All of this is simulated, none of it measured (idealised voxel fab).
The process module that follows is named voxel capacitor over wiring.
300 nm wide, 5 nm square cells: that's cross-section cut.
Think of the cross-section as a grid of square cells. We describe it in bands, top to bottom, and each band covers one or more rows of those cells. Look at the band entry: it leads with the top's height and the bottom's height in nm. Then it lists the materials left to right, with a width in nm for each. The word "everywhere" on a single material says that material fills the band edge to edge. The word "blank" is empty space. A quick word on heights: they are counted from 0, and under that level the wafer as it came to us is one material throughout. The lowest band is different from the rest in having no bottom; it simply continues downward, written as in "0 -> down". Graded width ("30->40"): value in top row of band = first number; value in bottom row = second number; row-to-row change constant. For the purposes of this document, the phrase "no alteration" attached to a step denotes that no cell within the cross-section was modified by that step. "Sealed void inventory" enumerates empty spaces isolated from the top, with no open way to it, that contain at least 8 cells, giving each as width x height at distance from the left edge, all three in nm. If you see something after the settings on a step's line, that's the simulator's own remark about that step. "overlay nm" denotes, for a step that has a mask, the displacement of the mask to the right of its planned place, with negative values corresponding to the left.
**The following list gives the planned process steps**
- 1: RECEIVE | material Si
- 2: CONFORMAL_DEP | material SiO2 | thk nm 10
- 3: CONFORMAL_DEP | material SiN | thk nm 5
- 4: DIRECTIONAL_DEP | material SiO2 | thk nm 15
- 5: PATTERN | tone open | mask id METAL_1 | material resist | width nm 25 | pitch nm 90 | thk nm 20 | overlay nm 0
- 6: DIRECTIONAL_ETCH | etch materials SiO2 | depth nm 15
- 7: DIRECTIONAL_ETCH | etch materials SiN | depth nm 5
- 8: STRIP | etch materials resist
- 9: CONFORMAL_DEP | material TiN | thk nm 5
- 10: FILL_DEP | material Cu | thk nm 5
- 11: CMP | height nm 30
- 12: CONFORMAL_DEP | material SiCN | thk nm 5
- 13: DIRECTIONAL_DEP | material lowk | thk nm 10
- 14: MASKED_ETCH | tone open | mask id PLUG_1 | width nm 15 | etch materials lowk | depth nm 10 | overlay nm 0
- 15: MASKED_ETCH | tone open | mask id PLUG_1 | width nm 15 | etch materials SiCN | depth nm 5 | overlay nm 0
- 16: EPI | material Ru | thk nm 10
- 17: EPI | material Ru | thk nm 5
- 18: DIRECTIONAL_DEP | material TiN | thk nm 5
- 19: DIRECTIONAL_DEP | material HfO2 | thk nm 5
- 20: DIRECTIONAL_DEP | material TiN | thk nm 5
- 21: PATTERN | tone cover | mask id UPPER_PLATE | material resist | width nm 70 | thk nm 15 | overlay nm 0
- 22: DIRECTIONAL_ETCH | etch materials TiN | depth nm 5
- 23: DIRECTIONAL_ETCH | etch materials HfO2 | depth nm 5
- 24: STRIP | etch materials resist
- 25: MASKED_ETCH | tone cover | mask id LOWER_PLATE | width nm 80 | etch materials TiN | depth nm 5 | overlay nm 0
- 26: FILL_DEP | material SiO2 | thk nm 20
- 27: CMP | height nm 75
- 28: MASKED_ETCH | tone open | mask id PLUG_2 | width nm 15 | etch materials SiO2 | depth nm 15 | overlay nm 0
- 29: CONFORMAL_DEP | material TiN | thk nm 5
- 30: FILL_DEP | material Cu | thk nm 5
- 31: CMP | height nm 75
- 32: CONFORMAL_DEP | material SiN | thk nm 5
**Cross-section of the wafer at receipt, which is the condition after step 1**
- 0 -> down = Si everywhere
- Sealed void inventory: none
**a wafer at the end: this start, this plan, one mistake**
- 80 -> 75 = SiN everywhere
- 75 -> 65 = SiO2 (110->100) / TiN (15->70) / SiO2 (175->130)
- 65 -> 60 = SiO2 (100) / HfO2 (70) / SiO2 (130)
- 60 -> 55 = SiO2 (95) / TiN (80) / SiO2 (125)
- 55 -> 45 = TiN everywhere
- 45 -> 35 = lowk (100) / Ru (15) / lowk (185)
- 35 -> 30 = SiCN (100) / Ru (15) / SiCN (185)
- 30 -> 15 = SiO2 (90) / TiN (5) / Cu (15) / TiN (5) / SiO2 (65) / TiN (5) / Cu (15) / TiN (5) / SiO2 (95)
- 15 -> 10 = SiN (90) / TiN (25) / SiN (65) / TiN (25) / SiN (95)
- 10 -> 0 = SiO2 everywhere
- 0 -> down = Si everywhere
- Sealed void inventory: none
Deviation from plan: step 18 off recipe, ran as DIRECTIONAL_DEP | material TiN | thk nm 15
